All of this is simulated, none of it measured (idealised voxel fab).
Process module heading - voxel self aligned contacts
The figure presents cross-section cut, which has a width of 295 nm and is divided into square cells with an edge length of 5 nm.
Format of a cross-section: grid, square cells. Given as bands. Order: top down. Band: one or more rows of cells. Read a band's entry like this: the first values are the height of its top and the height of its bottom in nm, and what follows is the sequence of materials from left to right, each with its width in nm. Note that "air" is empty space, and that a single material marked "all across" reaches across the band from edge to edge. Heights are reckoned from 0. Under this level, the received wafer is all of one material. The bottommost band is open-ended downward, for example "z 0 and below". Graded width ("30 to 40"): value in top row of band = first number; value in bottom row = second number; row-to-row change constant. Step marked "identical to before"? Then no cell in the cross-section changed in it. Under "Unvented cavities" you'll find the enclosed gaps, the ones with no way out to the top, that are 8 cells or bigger; each reads width x height at distance, with distance counted from the left edge, everything in nm. On each step's line, the part that comes after the settings is the simulator's own comment on the step. overlay nm: where the mask lay relative to plan, measured to the right, on steps with a mask; negatives go left.

Planned step list for the process
1: RECEIVE [material Si]
2: CONFORMAL_DEP [material SiO2] [thk nm 5]
3: DIRECTIONAL_DEP [material polySi] [thk nm 30]
4: DIRECTIONAL_DEP [material SiN] [thk nm 25]
5: MASKED_ETCH [tone cover] [mask id GATE] [width nm 30] [pitch nm 75] [etch materials SiN] [depth nm 25] [overlay nm 0]
6: MASKED_ETCH [tone cover] [mask id GATE] [width nm 30] [pitch nm 75] [etch materials polySi] [depth nm 30] [overlay nm 0]
7: CONFORMAL_DEP [material SiN] [thk nm 10]
8: DIRECTIONAL_ETCH [etch materials SiN] [depth nm 10]
9: FILL_DEP [material SiO2] [thk nm 15]
10: CMP [height nm 65]
11: PATTERN [tone open] [mask id CONTACT] [material resist] [width nm 55] [pitch nm 75] [thk nm 15] [overlay nm 0]
12: DIRECTIONAL_ETCH [etch materials SiO2] [depth nm 65]
13: STRIP [etch materials resist]
14: CONFORMAL_DEP [material TiN] [thk nm 5]
15: FILL_DEP [material W] [thk nm 10]
16: CMP [height nm 65]
17: CONFORMAL_DEP [material SiCN] [thk nm 5]

Wafer as received: cross-section following step 1
* z 0 and below | Si all across
* Unvented cavities: none

The following cross-section depicts the wafer upon conclusion of the module. Processing commenced from the starting condition illustrated above and adhered to the plan illustrated above, save for one mistake in execution
* z 70 to 65 | SiO2 all across
* z 65 to 60 | SiO2 80 nm  TiN 20 nm  W 15 nm  TiN 20 nm  SiO2 20 nm  TiN 20 nm  W 15 nm  TiN 20 nm  SiO2 85 nm
* z 60 to 35 | SiO2 45 nm  SiN 50 nm  TiN 5 nm  W 15 nm  TiN 5 nm  SiN 50 nm  TiN 5 nm  W 15 nm  TiN 5 nm  SiN 50 nm  SiO2 50 nm
* z 35 to 5 | SiO2 45 nm  SiN 10 nm  polySi 30 nm  SiN 10 nm  TiN 5 nm  W 15 nm  TiN 5 nm  SiN 10 nm  polySi 30 nm  SiN 10 nm  TiN 5 nm  W 15 nm  TiN 5 nm  SiN 10 nm  polySi 30 nm  SiN 10 nm  SiO2 50 nm
* z 5 to 0 | SiO2 95 nm  TiN 25 nm  SiO2 50 nm  TiN 25 nm  SiO2 100 nm
* z 0 and below | Si all across
* Unvented cavities: none
what went wrong: not per plan at step 17, really ran CONFORMAL_DEP [material SiO2] [thk nm 5]
